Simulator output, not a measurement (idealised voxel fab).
The document below concerns the process module designated voxel air gaps.
For reference, the cross-section in this document is cut, with width 215 nm and square cells of 5 nm.
Cross-sections here: square-cell grids, written as top-down lists of bands, a band being one or more rows of cells.
Heights first: top, then bottom, in nm. Then materials, left to right, each with a width in nm. "edge to edge" on a single material: fills the band edge to edge. "air": empty space.
Heights are expressed relative to 0, this being the level below which the as-received wafer comprises one material exclusively. The lowest band is unbounded in the downward direction and is denoted as in "0 down".
The width entry "30..40" should be interpreted row by row: the top row of cells in the band takes the first number, the bottom row takes the second number, and the change between adjacent rows is uniform throughout.
"no modification" (step): cross-section cells unchanged, all of them.
"Closed cavities" specifies each empty space that is not open to the top and that occupies no fewer than 8 cells, using the form width x height at distance, the distance measured from the left edge and all three quantities in nm.
Note: text after step settings on the step line = simulator remark on that step.
overlay nm: how far to the right of its planned place the mask lay on this masked step (negative: to the left).

## Planned process steps
- 1: RECEIVE: material Si
- 2: CONFORMAL_DEP: material SiO2, thk nm 15
- 3: CONFORMAL_DEP: material SiCN, thk nm 5
- 4: DIRECTIONAL_DEP: material SiO2, thk nm 35
- 5: DIRECTIONAL_DEP: material aC, thk nm 15
- 6: PATTERN: tone open, mask id LINES, material resist, width nm 25, pitch nm 50, thk nm 30, overlay nm 0
- 7: DIRECTIONAL_ETCH: etch materials aC, depth nm 15
- 8: STRIP: etch materials resist
- 9: DIRECTIONAL_ETCH: etch materials SiO2, depth nm 35
- 10: STRIP: etch materials aC
- 11: CONFORMAL_DEP: material TiN, thk nm 5
- 12: FILL_DEP: material W, thk nm 5
- 13: CMP: height nm 55
- 14: EPI: material Ru, thk nm 10
- 15: SELECTIVE_ETCH: etch materials SiO2, depth nm 45
- 16: CONFORMAL_DEP: material SiCN, thk nm 5

## This is the cross-section of the wafer as we received it, i.e. after step 1
    0 down | Si edge to edge
    Closed cavities: none

## First of two wafers: cross-section at end of module, run per plan
    70 to 65 | 30 air, then 155 SiCN, then 30 air
    65 to 55 | 30 air, then 5 SiCN, then 45 Ru, then 5 SiCN, then 45 Ru, then 5 SiCN, then 45 Ru, then 5 SiCN, then 30 air
    55 to 50 | 30 air, then 15 SiCN, then 5 TiN, then 15 W, then 5 TiN, then 25 SiCN, then 5 TiN, then 15 W, then 5 TiN, then 25 SiCN, then 5 TiN, then 15 W, then 5 TiN, then 15 SiCN, then 30 air
    50 to 25 | 40 air, then 5 SiCN, then 5 TiN, then 15 W, then 5 TiN, then 5 SiCN, then 15 air, then 5 SiCN, then 5 TiN, then 15 W, then 5 TiN, then 5 SiCN, then 15 air, then 5 SiCN, then 5 TiN, then 15 W, then 5 TiN, then 5 SiCN, then 40 air
    25 to 20 | 45 SiCN, then 25 TiN, then 25 SiCN, then 25 TiN, then 25 SiCN, then 25 TiN, then 45 SiCN
    20 to 15 | SiCN edge to edge
    15 to 0 | SiO2 edge to edge
    0 down | Si edge to edge
    Closed cavities: 15 x 25 at 75; 15 x 25 at 125

## So this is wafer number two of the two, cut at the end of the module - it started where the first did and had the same plan, we just got one thing wrong running it
    70 to 65 | 30 air, then 155 SiCN, then 30 air
    65 to 55 | 30 air, then 5 SiCN, then 45 Ru, then 5 SiCN, then 45 Ru, then 5 SiCN, then 45 Ru, then 5 SiCN, then 30 air
    55 to 50 | 30 air, then 15 SiCN, then 5 TiN, then 15 W, then 5 TiN, then 25 SiCN, then 5 TiN, then 15 W, then 5 TiN, then 25 SiCN, then 5 TiN, then 15 W, then 5 TiN, then 15 SiCN, then 30 air
    50 to 35 | 40 air, then 5 SiCN, then 5 TiN, then 15 W, then 5 TiN, then 5 SiCN, then 15 air, then 5 SiCN, then 5 TiN, then 15 W, then 5 TiN, then 5 SiCN, then 15 air, then 5 SiCN, then 5 TiN, then 15 W, then 5 TiN, then 5 SiCN, then 40 air
    35 to 30 | 45 SiCN, then 25 TiN, then 25 SiCN, then 25 TiN, then 25 SiCN, then 25 TiN, then 45 SiCN
    30 to 25 | SiCN edge to edge
    25 to 0 | SiO2 edge to edge
    0 down | Si edge to edge
    Closed cavities: 15 x 15 at 75; 15 x 15 at 125
What broke from the plan during processing? it should be noted that step 2 was executed with settings other than those planned, the operation and settings actually applied being CONFORMAL_DEP: material SiO2, thk nm 25
Per the end-of-run cell counts, the second wafer holds more or fewer of some materials than the first: SiCN: 12 fewer; SiO2: 86 more; TiN: 12 fewer; W: 18 fewer
